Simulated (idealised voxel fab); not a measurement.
This section sets out a process module, namely voxel ribs on slabs.
Square cell edge 5 nm, section width 190 nm, ID cut.
Each cross-section below is a grid of square cells, stated as bands in top-down order, with one or more rows of cells making up each band. Quick guide to a band line: top height, bottom height (nm) up front; then every material left to right with its width in nm. Only one material and it's marked "edge to edge"? Then it fills the band edge to edge. And "blank" just means empty space. Height is counted from the level 0, under which the received wafer is composed throughout of one material. The lowest of the bands is not closed at the bottom but continues downward, in the notation "z 0 and below". A width given as "30..40" starts at the first number in the band's top row and ends at the second number in its bottom row, shifting by an equal amount at every step from row to row. Basically "nothing altered" means that step didn't change any cell in the cross-section. Under "Closed internal cavities" you'll find the enclosed gaps, the ones with no way out to the top, that are 8 cells or bigger; each reads width x height at distance, with distance counted from the left edge, everything in nm. Heads up: the bit after the settings on a step's line is the simulator's remark on that step. overlay nm: mask right of planned place by this much (step with mask). Neg. = left.
PROCESS STEPS (PLANNED)
1,RECEIVE,material Si
2,DIRECTIONAL_DEP,material SiO2,thk nm 25
3,DIRECTIONAL_DEP,material SiN,thk nm 15
4,PATTERN,tone cover,mask id RIB,material resist,width nm 30,thk nm 20,overlay nm 0
5,DIRECTIONAL_ETCH,etch materials SiN,depth nm 5
6,STRIP,etch materials resist
7,MASKED_ETCH,tone cover,mask id SLAB,width nm 80,etch materials SiN,depth nm 10,overlay nm 0
8,FILL_DEP,material SiO2,thk nm 20
9,CMP,height nm 50
10,DIRECTIONAL_DEP,material TiN,thk nm 10
11,PATTERN,tone cover,mask id HEATER,material resist,width nm 40,thk nm 20,overlay nm 0
12,DIRECTIONAL_ETCH,etch materials TiN,depth nm 10
13,STRIP,etch materials resist
14,CONFORMAL_DEP,material SiN,thk nm 5
THE FOLLOWING PERTAINS TO THE FIRST OF TWO WAFERS, WHICH WAS PROCESSED AS PLANNED
THE CROSS-SECTION HERE SHOWS THE WAFER AS RECEIVED, I.E. IN ITS STATE AFTER STEP 1
* z 0 and below | Si edge to edge
* Closed internal cavities: none
AFTER STEP 2: WAFER CROSS-SECTION
* z 25 to 0 | SiO2 edge to edge
* At heights below 0, the structure remains unaltered.
AFTER STEP 3: WAFER CROSS-SECTION
* z 40 to 25 | SiN edge to edge
* At heights below 25, the structure remains unaltered.
AFTER STEP 4: WAFER CROSS-SECTION
* z 60 to 40 | blank (80); resist (30); blank (80)
* At heights below 40, the structure remains unaltered.
AFTER STEP 5: WAFER CROSS-SECTION
* z 60 to 40 | blank (80); resist (30); blank (80)
* z 40 to 35 | blank (80); SiN (30); blank (80)
* At heights below 35, the structure remains unaltered.
AFTER STEP 6: WAFER CROSS-SECTION
* z 40 to 35 | blank (80); SiN (30); blank (80)
* At heights below 35, the structure remains unaltered.
AFTER STEP 7: WAFER CROSS-SECTION
* z 40 to 35 | blank (80); SiN (30); blank (80)
* z 35 to 25 | blank (55); SiN (80); blank (55)
* At heights below 25, the structure remains unaltered.
AFTER STEP 8: WAFER CROSS-SECTION
* z 60 to 40 | SiO2 edge to edge
* z 40 to 35 | SiO2 (80); SiN (30); SiO2 (80)
* z 35 to 25 | SiO2 (55); SiN (80); SiO2 (55)
* At heights below 25, the structure remains unaltered.
AFTER STEP 9: WAFER CROSS-SECTION
* z 50 to 40 | SiO2 edge to edge
* At heights below 40, the structure remains unaltered.
AFTER STEP 10: WAFER CROSS-SECTION
* z 60 to 50 | TiN edge to edge
* At heights below 50, the structure remains unaltered.
AFTER STEP 11: WAFER CROSS-SECTION
* z 80 to 60 | blank (75); resist (40); blank (75)
* At heights below 60, the structure remains unaltered.
AFTER STEP 12: WAFER CROSS-SECTION
* z 80 to 60 | blank (75); resist (40); blank (75)
* z 60 to 50 | blank (75); TiN (40); blank (75)
* At heights below 50, the structure remains unaltered.
AFTER STEP 13: WAFER CROSS-SECTION
* z 60 to 50 | blank (75); TiN (40); blank (75)
* At heights below 50, the structure remains unaltered.
AFTER STEP 14: WAFER CROSS-SECTION
* z 65 to 60 | blank (70); SiN (50); blank (70)
* z 60 to 55 | blank (70); SiN (5); TiN (40); SiN (5); blank (70)
* z 55 to 50 | SiN (75); TiN (40); SiN (75)
* At heights below 50, the structure remains unaltered.
WAFER TWO. IDENTICAL START, IDENTICAL PLAN. ONE MISTAKE IN EXECUTION. IDENTICAL HISTORY THROUGH STEP 11
PLANNED END OF STEP 12: SECOND WAFER, CROSS-SECTION
* z 80 to 60 | blank (75); resist (40); blank (75)
* z 60 to 55 | blank (75); TiN (40); blank (75)
* At heights below 55, the structure remains unaltered.
PLANNED END OF STEP 13: SECOND WAFER, CROSS-SECTION
* z 60 to 55 | blank (75); TiN (40); blank (75)
* At heights below 55, the structure remains unaltered.
PLANNED END OF STEP 14: SECOND WAFER, CROSS-SECTION
* z 65 to 60 | blank (70); SiN (50); blank (70)
* z 60 to 55 | SiN (75); TiN (40); SiN (75)
* At heights below 55, the structure remains unaltered.
Misprocessing identified: step 12 went in with a setting other than planned; the actual run was DIRECTIONAL_ETCH,etch materials TiN,depth nm 5
Final comparison by cell count, materials where the second wafer has more or fewer than the first: SiN -2 | TiN +30
